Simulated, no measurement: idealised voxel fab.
A process module follows: voxel spacer lines.
The width of the displayed cross-section, cut, is 225 nm; its cells are square, with a size of 5 nm.
The cross-sections in this document take the form of a grid made of square cells. They are written out as bands, in order from top to bottom. Each band consists of one or more rows of cells. First you get the band's top height and its bottom height, in nm, and then the materials it's made of, left to right, with each width in nm. If you see a single material with "full width", that one covers the band edge to edge. "empty" is empty space. Basically, 0 is our baseline, since under it the wafer straight out of the box is all one material. The bottom band has no lower end and keeps on going down, so it looks like "z 0 and below". You'd read "30..40" like this: the band's top row of cells is as wide as the first number, its bottom row is as wide as the second, and going down, every row changes width by the same amount as the row before did. Any step labelled "no alterations made" changed none of the cells in the cross-section. Reported under the label "Fully sealed cavities" are the empty spaces having no open way to the top and comprising 8 cells or more; the notation for each is width x height at distance, in which the distance is measured from the left edge and all three values are in nm. after a step's settings: what the simulator itself notes on the step. A step line may carry the setting "overlay nm", which, for steps involving a mask, states the distance by which the mask lay to the right of its intended position; negative values denote displacement to the left.

-- This section lists the process steps that were planned
step 1: RECEIVE [material Si]
step 2: CONFORMAL_DEP [material SiO2] [thk nm 5]
step 3: DIRECTIONAL_DEP [material TiN] [thk nm 20]
step 4: DIRECTIONAL_DEP [material polySi] [thk nm 25]
step 5: PATTERN [tone cover] [mask id MANDREL] [material resist] [width nm 15] [pitch nm 50] [thk nm 35] [overlay nm 0]
step 6: DIRECTIONAL_ETCH [etch materials polySi] [depth nm 25]
step 7: STRIP [etch materials resist]
step 8: CONFORMAL_DEP [material SiN] [thk nm 10]
step 9: DIRECTIONAL_ETCH [etch materials SiN] [depth nm 10]
step 10: STRIP [etch materials polySi]
step 11: DIRECTIONAL_ETCH [etch materials TiN] [depth nm 20]
step 12: STRIP [etch materials SiN]

-- On the first of the two wafers: run conducted according to plan

-- As-received state of the wafer in cross-section, equivalent to post-step 1
z 0 and below  Si full width
Fully sealed cavities: none

-- Presented here is a cross-section of the wafer after step 2 has been performed
z 5 to 0  SiO2 full width
Under the height 0 nothing was changed.

-- Presented here is a cross-section of the wafer after step 3 has been performed
z 25 to 5  TiN full width
Under the height 5 nothing was changed.

-- Presented here is a cross-section of the wafer after step 4 has been performed
z 50 to 25  polySi full width
Under the height 25 nothing was changed.

-- Presented here is a cross-section of the wafer after step 5 has been performed
z 85 to 50  55 empty, then 15 resist, then 35 empty, then 15 resist, then 35 empty, then 15 resist, then 55 empty
Under the height 50 nothing was changed.

-- Presented here is a cross-section of the wafer after step 6 has been performed
z 85 to 50  55 empty, then 15 resist, then 35 empty, then 15 resist, then 35 empty, then 15 resist, then 55 empty
z 50 to 25  55 empty, then 15 polySi, then 35 empty, then 15 polySi, then 35 empty, then 15 polySi, then 55 empty
Under the height 25 nothing was changed.

-- Presented here is a cross-section of the wafer after step 7 has been performed
z 50 to 25  55 empty, then 15 polySi, then 35 empty, then 15 polySi, then 35 empty, then 15 polySi, then 55 empty
Under the height 25 nothing was changed.

-- Presented here is a cross-section of the wafer after step 8 has been performed
z 60 to 50  45 empty, then 35 SiN, then 15 empty, then 35 SiN, then 15 empty, then 35 SiN, then 45 empty
z 50 to 35  45 empty, then 10 SiN, then 15 polySi, then 10 SiN, then 15 empty, then 10 SiN, then 15 polySi, then 10 SiN, then 15 empty, then 10 SiN, then 15 polySi, then 10 SiN, then 45 empty
z 35 to 25  55 SiN, then 15 polySi, then 35 SiN, then 15 polySi, then 35 SiN, then 15 polySi, then 55 SiN
Under the height 25 nothing was changed.

-- Presented here is a cross-section of the wafer after step 9 has been performed
z 50 to 25  45 empty, then 10 SiN, then 15 polySi, then 10 SiN, then 15 empty, then 10 SiN, then 15 polySi, then 10 SiN, then 15 empty, then 10 SiN, then 15 polySi, then 10 SiN, then 45 empty
Under the height 25 nothing was changed.

-- Presented here is a cross-section of the wafer after step 10 has been performed
z 50 to 25  45 empty, then 10 SiN, then 15 empty, then 10 SiN, then 15 empty, then 10 SiN, then 15 empty, then 10 SiN, then 15 empty, then 10 SiN, then 15 empty, then 10 SiN, then 45 empty
Under the height 25 nothing was changed.

-- Presented here is a cross-section of the wafer after step 11 has been performed
z 50 to 25  45 empty, then 10 SiN, then 15 empty, then 10 SiN, then 15 empty, then 10 SiN, then 15 empty, then 10 SiN, then 15 empty, then 10 SiN, then 15 empty, then 10 SiN, then 45 empty
z 25 to 5  45 empty, then 10 TiN, then 15 empty, then 10 TiN, then 15 empty, then 10 TiN, then 15 empty, then 10 TiN, then 15 empty, then 10 TiN, then 15 empty, then 10 TiN, then 45 empty
Under the height 5 nothing was changed.

-- Presented here is a cross-section of the wafer after step 12 has been performed
z 25 to 5  45 empty, then 10 TiN, then 15 empty, then 10 TiN, then 15 empty, then 10 TiN, then 15 empty, then 10 TiN, then 15 empty, then 10 TiN, then 15 empty, then 10 TiN, then 45 empty
Under the height 5 nothing was changed.

-- The second wafer: identical to the first at the outset and in its planned sequence, differing only in that one mistake was made during processing; up to and including step 2, its path is the first wafer's path

-- Second wafer at the planned finish of step 3, seen in cross-section
z 45 to 5  TiN full width
Under the height 5 nothing was changed.

-- Second wafer at the planned finish of step 4, seen in cross-section
z 70 to 45  polySi full width
Under the height 45 nothing was changed.

-- Second wafer at the planned finish of step 5, seen in cross-section
z 105 to 70  55 empty, then 15 resist, then 35 empty, then 15 resist, then 35 empty, then 15 resist, then 55 empty
Under the height 70 nothing was changed.

-- Second wafer at the planned finish of step 6, seen in cross-section
z 105 to 70  55 empty, then 15 resist, then 35 empty, then 15 resist, then 35 empty, then 15 resist, then 55 empty
z 70 to 45  55 empty, then 15 polySi, then 35 empty, then 15 polySi, then 35 empty, then 15 polySi, then 55 empty
Under the height 45 nothing was changed.

-- Second wafer at the planned finish of step 7, seen in cross-section
z 70 to 45  55 empty, then 15 polySi, then 35 empty, then 15 polySi, then 35 empty, then 15 polySi, then 55 empty
Under the height 45 nothing was changed.

-- Second wafer at the planned finish of step 8, seen in cross-section
z 80 to 70  45 empty, then 35 SiN, then 15 empty, then 35 SiN, then 15 empty, then 35 SiN, then 45 empty
z 70 to 55  45 empty, then 10 SiN, then 15 polySi, then 10 SiN, then 15 empty, then 10 SiN, then 15 polySi, then 10 SiN, then 15 empty, then 10 SiN, then 15 polySi, then 10 SiN, then 45 empty
z 55 to 45  55 SiN, then 15 polySi, then 35 SiN, then 15 polySi, then 35 SiN, then 15 polySi, then 55 SiN
Under the height 45 nothing was changed.

-- Second wafer at the planned finish of step 9, seen in cross-section
z 70 to 45  45 empty, then 10 SiN, then 15 polySi, then 10 SiN, then 15 empty, then 10 SiN, then 15 polySi, then 10 SiN, then 15 empty, then 10 SiN, then 15 polySi, then 10 SiN, then 45 empty
Under the height 45 nothing was changed.

-- Second wafer at the planned finish of step 10, seen in cross-section
z 70 to 45  45 empty, then 10 SiN, then 15 empty, then 10 SiN, then 15 empty, then 10 SiN, then 15 empty, then 10 SiN, then 15 empty, then 10 SiN, then 15 empty, then 10 SiN, then 45 empty
Under the height 45 nothing was changed.

-- Second wafer at the planned finish of step 11, seen in cross-section
z 70 to 45  45 empty, then 10 SiN, then 15 empty, then 10 SiN, then 15 empty, then 10 SiN, then 15 empty, then 10 SiN, then 15 empty, then 10 SiN, then 15 empty, then 10 SiN, then 45 empty
z 45 to 25  45 empty, then 10 TiN, then 15 empty, then 10 TiN, then 15 empty, then 10 TiN, then 15 empty, then 10 TiN, then 15 empty, then 10 TiN, then 15 empty, then 10 TiN, then 45 empty
Under the height 25 nothing was changed.

-- Second wafer at the planned finish of step 12, seen in cross-section
z 45 to 25  45 empty, then 10 TiN, then 15 empty, then 10 TiN, then 15 empty, then 10 TiN, then 15 empty, then 10 TiN, then 15 empty, then 10 TiN, then 15 empty, then 10 TiN, then 45 empty
Under the height 25 nothing was changed.
Which mistake was made when the wafer was run? step 3, plan: ran twice
FYI, end of process, the second wafer has more or fewer cells of some materials than the first: +180 TiN
